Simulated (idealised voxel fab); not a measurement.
A process module follows: voxel ribs on slabs.
175 nm wide, 5 nm square cells: that's cross-section cut.
Each cross-section below is a grid of square cells, stated as bands in top-down order, with one or more rows of cells making up each band.
Band: top height; bottom height; in nm. Then, left to right: material with width in nm, for each material. "everywhere": a single material spanning edge to edge. "air": empty space.
Measure heights from 0. That's the level where, below it, the as-received wafer is all one material. The lowest band is bottomless and extends downward; write it as in "0 down".
The expression "30..40" gives the width at the extremes of the band, the first number at its top row of cells and the second at its bottom row, with the width changing by equal amounts from each row to the next in between.
The cross-section has no changed cell in any step marked "no change occurred".
Heads up: "Unvented internal voids" only lists the empty pockets with no open path to the top that are 8 cells or more, and it writes them as width x height at distance, distance from the left edge, in nm.
Post-settings text on a step line: simulator's own remark regarding the step.
The optional step-line setting "overlay nm" applies to steps with a mask and quantifies how far to the right of its planned location the mask lay, a negative value indicating leftward placement.
### The planned process steps are enumerated hereunder
1 RECEIVE | material Si
2 DIRECTIONAL_DEP | material SiO2 | thk nm 20
3 DIRECTIONAL_DEP | material SiN | thk nm 15
4 MASKED_ETCH | tone cover | mask id RIB | width nm 25 | etch materials SiN | depth nm 5 | overlay nm 0
5 MASKED_ETCH | tone cover | mask id SLAB | width nm 55 | etch materials SiN | depth nm 10 | overlay nm 0
6 FILL_DEP | material SiO2 | thk nm 15
7 CMP | height nm 45
8 DIRECTIONAL_DEP | material W | thk nm 10
9 PATTERN | tone cover | mask id HEATER | material resist | width nm 35 | thk nm 15 | overlay nm 0
10 DIRECTIONAL_ETCH | etch materials W | depth nm 10
11 STRIP | etch materials resist
12 CONFORMAL_DEP | material SiN | thk nm 10
### Incoming wafer in cross-section (state: after step 1)
0 down | Si everywhere
Unvented internal voids: none
### Look at the cross-section after the module: the wafer started out the way shown above and the plan was the one shown above, yet one mistake was made along the way
65 to 55 | air: 60 | SiN: 55 | air: 60
55 to 45 | SiN: 70 | W: 35 | SiN: 70
45 to 35 | SiO2 everywhere
35 to 30 | SiO2: 75 | SiN: 25 | SiO2: 75
30 to 20 | SiO2: 60 | SiN: 55 | SiO2: 60
20 to 0 | W everywhere
0 down | Si everywhere
Unvented internal voids: none
Diagnosis: step 2 was processed under conditions differing from the plan, specifically as DIRECTIONAL_DEP | material W | thk nm 20
